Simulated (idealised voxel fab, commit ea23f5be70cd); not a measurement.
The following is a process module called voxel capacitor over wiring.
210 nm wide, 5 nm square cells: that's cross-section cut.
When this document writes out a cross-section, it uses a grid of square cells and lists it as bands, beginning at the top and moving down, with a band standing for one or more rows of cells. Heads up on the band format: heights come first, top then bottom, in nm. After that it's the materials left to right, each with its width in nm. A single material flagged "throughout" fills the whole band edge to edge, and "empty" means there's empty space there. Heads up on the height convention: 0 is the point under which the incoming wafer is all one material, and the lowest band has no bottom, it just keeps going down, like "z 0 and below". A width given as "30..40" starts at the first number in the band's top row and ends at the second number in its bottom row, shifting by an equal amount at every step from row to row. Where the words "same as before" appear for a step, the cross-section shows no cell changed by that step; every cell remained as before. Under "Trapped void list" you'll find the enclosed gaps, the ones with no way out to the top, that are 8 cells or bigger; each reads width x height at distance, with distance counted from the left edge, everything in nm. On a step's line, text after the settings is the simulator commenting on that step. What "overlay nm" on a step's line means: if the step has a mask, that mask lay this far to the right of its planned place, or, when the value is negative, to the left.

The process steps that were planned are listed below
- 1: RECEIVE: material Si
- 2: CONFORMAL_DEP: material SiO2, thk nm 15
- 3: CONFORMAL_DEP: material SiN, thk nm 5
- 4: DIRECTIONAL_DEP: material SiO2, thk nm 25
- 5: PATTERN: tone open, mask id METAL_1, material resist, width nm 30, pitch nm 95, thk nm 20, overlay nm 0
- 6: DIRECTIONAL_ETCH: etch materials SiO2, depth nm 25
- 7: DIRECTIONAL_ETCH: etch materials SiN, depth nm 5
- 8: STRIP: etch materials resist
- 9: CONFORMAL_DEP: material TiN, thk nm 5
- 10: FILL_DEP: material Cu, thk nm 10
- 11: CMP: height nm 45
- 12: EPI: material Ru, thk nm 5
- 13: FILL_DEP: material SiCN, thk nm 5
- 14: DIRECTIONAL_DEP: material lowk, thk nm 15
- 15: PATTERN: tone open, mask id PLUG_1, material resist, width nm 15, thk nm 15, overlay nm 0
- 16: DIRECTIONAL_ETCH: etch materials lowk, depth nm 15
- 17: DIRECTIONAL_ETCH: etch materials SiCN, depth nm 5
- 18: STRIP: etch materials resist
- 19: CONFORMAL_DEP: material TiN, thk nm 5
- 20: FILL_DEP: material Cu, thk nm 10
- 21: CMP: height nm 70
- 22: DIRECTIONAL_DEP: material TiN, thk nm 10
- 23: DIRECTIONAL_DEP: material Al2O3, thk nm 5
- 24: DIRECTIONAL_DEP: material TiN, thk nm 10
- 25: MASKED_ETCH: tone cover, mask id UPPER_PLATE, width nm 70, etch materials TiN, depth nm 10, overlay nm 0
- 26: MASKED_ETCH: tone cover, mask id UPPER_PLATE, width nm 70, etch materials Al2O3, depth nm 5, overlay nm 0
- 27: DIRECTIONAL_DEP: material aC, thk nm 15
- 28: PATTERN: tone cover, mask id LOWER_PLATE, material resist, width nm 80, thk nm 30, overlay nm 0
- 29: DIRECTIONAL_ETCH: etch materials aC, depth nm 15
- 30: STRIP: etch materials resist
- 31: DIRECTIONAL_ETCH: etch materials TiN, depth nm 10
- 32: STRIP: etch materials aC
- 33: FILL_DEP: material SiO2, thk nm 20
- 34: CMP: height nm 110
- 35: MASKED_ETCH: tone open, mask id PLUG_2, width nm 15, etch materials SiO2, depth nm 15, overlay nm 0
- 36: CONFORMAL_DEP: material TiN, thk nm 5
- 37: FILL_DEP: material Cu, thk nm 10
- 38: CMP: height nm 110
- 39: CONFORMAL_DEP: material SiCN, thk nm 5

Wafer as received: cross-section following step 1
* z 0 and below = Si throughout
* Trapped void list: none

First wafer of two, sectioned at end of module; run went per plan
* z 115 to 110 = SiCN throughout
* z 110 to 100 = 65 SiO2 | 5 TiN | 5 Cu | 5 TiN | 130 SiO2
* z 100 to 95 = 65 SiO2 | 15 TiN | 130 SiO2
* z 95 to 85 = 55 SiO2 | 70 TiN | 85 SiO2
* z 85 to 80 = 55 SiO2 | 70 Al2O3 | 85 SiO2
* z 80 to 70 = 50 SiO2 | 80 TiN | 80 SiO2
* z 70 to 55 = 55 lowk | 5 TiN | 5 Cu | 5 TiN | 140 lowk
* z 55 to 50 = 55 SiCN | 15 TiN | 140 SiCN
* z 50 to 45 = 35 SiCN | 40 Ru | 55 SiCN | 40 Ru | 40 SiCN
* z 45 to 20 = 40 SiO2 | 5 TiN | 20 Cu | 5 TiN | 65 SiO2 | 5 TiN | 20 Cu | 5 TiN | 45 SiO2
* z 20 to 15 = 40 SiN | 30 TiN | 65 SiN | 30 TiN | 45 SiN
* z 15 to 0 = SiO2 throughout
* z 0 and below = Si throughout
* Trapped void list: none

This cross-section belongs to the second wafer of two at the end of the module; the start and the plan were shared with the first, and the run included one mistake
* z 120 to 115 = SiCN throughout
* z 115 to 110 = 70 TiN | 5 Cu | 135 TiN
* z 110 to 100 = 65 SiO2 | 5 TiN | 5 Cu | 5 TiN | 130 SiO2
* z 100 to 95 = 65 SiO2 | 15 TiN | 130 SiO2
* z 95 to 85 = 55 SiO2 | 70 TiN | 85 SiO2
* z 85 to 80 = 55 SiO2 | 70 Al2O3 | 85 SiO2
* z 80 to 70 = 50 SiO2 | 80 TiN | 80 SiO2
* z 70 to 55 = 55 lowk | 5 TiN | 5 Cu | 5 TiN | 140 lowk
* z 55 to 50 = 55 SiCN | 15 TiN | 140 SiCN
* z 50 to 45 = 35 SiCN | 40 Ru | 55 SiCN | 40 Ru | 40 SiCN
* z 45 to 20 = 40 SiO2 | 5 TiN | 20 Cu | 5 TiN | 65 SiO2 | 5 TiN | 20 Cu | 5 TiN | 45 SiO2
* z 20 to 15 = 40 SiN | 30 TiN | 65 SiN | 30 TiN | 45 SiN
* z 15 to 0 = SiO2 throughout
* z 0 and below = Si throughout
* Trapped void list: none
In executing the process, a mistake was made relative to the plan: step 38 ran differently from the plan; actual operation with settings: CMP: height nm 115
Final comparison by cell count, materials where the second wafer has more or fewer than the first: Cu +1, TiN +41
